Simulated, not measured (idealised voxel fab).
Herein follows the process module entitled voxel gate over fins.
FYI the section here is cut, 235 nm wide, cells are 5 nm squares.
A cross-section is a grid of square cells, given in bands from the top down. A band is one or more rows of cells.
First you get the band's top height and its bottom height, in nm, and then the materials it's made of, left to right, with each width in nm. If you see a single material with "edge to edge", that one covers the band edge to edge. "air" is empty space.
Where do heights start? At 0: under that level the wafer as delivered is made of one material only. And the lowest band has no floor; it just carries on downward, as in "0 and below".
The two numbers in a width such as "30..40" mark its ends across the band: the first belongs to the top row of cells, the second to the bottom row, and from each row to the next the width moves by the same amount.
Basically "nothing was modified" means that step didn't change any cell in the cross-section.
What "Voids lacking openings" gives you is every empty space of 8 cells or more that is cut off from the top. Each appears as width x height at distance, with the distance taken from the left edge and width, height and distance all in nm.
Note: text after step settings on the step line = simulator remark on that step.
"overlay nm" answers the question of how far to the right of plan the mask lay on a step that has a mask, and when it is negative the answer is to the left.
Set out below are the planned steps of the process:
| 1 | RECEIVE, material Si |
| 2 | CONFORMAL_DEP, material SiN, thk nm 5 |
| 3 | MASKED_ETCH, tone cover, mask id FINS, width nm 15, pitch nm 55, etch materials SiN, depth nm 5, overlay nm 0 |
| 4 | MASKED_ETCH, tone cover, mask id FINS, width nm 15, pitch nm 55, etch materials Si, depth nm 40, overlay nm 0 |
| 5 | OXIDIZE, depth nm 5 |
| 6 | FILL_DEP, material SiO2, thk nm 10 |
| 7 | CMP, height nm 5 |
| 8 | PATTERN, tone open, mask id RAIL, material resist, width nm 15, thk nm 20, overlay nm 0 |
| 9 | DIRECTIONAL_ETCH, etch materials SiO2, depth nm 40 |
| 10 | STRIP, etch materials resist |
| 11 | CONFORMAL_DEP, material TiN, thk nm 5 |
| 12 | FILL_DEP, material Ru, thk nm 5 |
| 13 | CMP, height nm 5 |
| 14 | SELECTIVE_ETCH, etch materials W Ru TiN, depth nm 25 |
| 15 | FILL_DEP, material SiO2, thk nm 5 |
| 16 | CMP, height nm 5 |
| 17 | SELECTIVE_ETCH, etch materials SiO2, depth nm 15 |
| 18 | STRIP, etch materials SiN |
| 19 | CONFORMAL_DEP, material HfO2, thk nm 5 |
| 20 | CONFORMAL_DEP, material TiN, thk nm 5 |
| 21 | CONFORMAL_DEP, material TiAl, thk nm 5 |
| 22 | CONFORMAL_DEP, material TiN, thk nm 5 |
| 23 | FILL_DEP, material W, thk nm 15 |
| 24 | CMP, height nm 30 |
| 25 | CONFORMAL_DEP, material SiN, thk nm 5 |
As-received wafer cross-section (after step 1):
    0 and below  Si edge to edge
    Voids lacking openings: none
Module complete, cross-section. Starting point and plan per above. One mistake made in running the module:
    35 down to 30  SiN edge to edge
    30 down to 25  W edge to edge
    25 down to 20  TiN edge to edge
    20 down to 15  TiAl edge to edge
    15 down to 10  TiN edge to edge
    10 down to 0  HfO2 edge to edge
    0 and below  Si edge to edge
    Voids lacking openings: none
Misprocessing identified: step 2 was processed under conditions differing from the plan, specifically as CONFORMAL_DEP, material HfO2, thk nm 5
